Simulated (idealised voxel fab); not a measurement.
process module | voxel local oxidation
cross-section cut | 265 nm wide | cells 5 nm
A cross-section is a grid of square cells, given in bands from the top down. A band is one or more rows of cells.
Each band's line starts with the height of the band's top and of its bottom, in nm. Then come its materials from left to right, each with its width in nm. One material with "throughout" fills the band from edge to edge. "air" is empty space.
Height 0 is the level under which the wafer as received is all one material. The lowest band goes on downwards, as in "0 down".
A width such as "30 to 40" changes by the same amount from each row of cells to the next, from the band's top row to its bottom row.
"no change" after a step means that no cell of the cross-section changed.
closed voids: empty space of 8 cells or more with no open way to the top, each as width x height at its distance from the left edge, in nm
after a step's settings: what the simulator itself notes on the step
overlay nm, on a step with a mask: how far to the right of its planned place the mask lay; to the left if negative
plan
1 op RECEIVE | material Si
2 op OXIDIZE | depth nm 5
3 op CONFORMAL_DEP | material SiN | thk nm 15
4 op MASKED_ETCH | tone cover | mask id ACTIVE | width nm 100 | etch materials SiN | depth nm 15 | overlay nm 0
5 op SELECTIVE_ETCH | etch materials SiO2 | depth nm 5
6 op OXIDIZE | depth nm 10
7 op STRIP | etch materials SiN
as received, after step 1
  0 down: Si throughout
  closed voids: none
a wafer at the end: this start, this plan, one mistake
  0 to -5: air 85 | SiO2 90 | air 90
  -5 to -20: SiO2 100 | Si 60 | SiO2 105
  -20 down: Si throughout
  closed voids: none
what went wrong: step 6 ran as: op OXIDIZE | depth nm 15
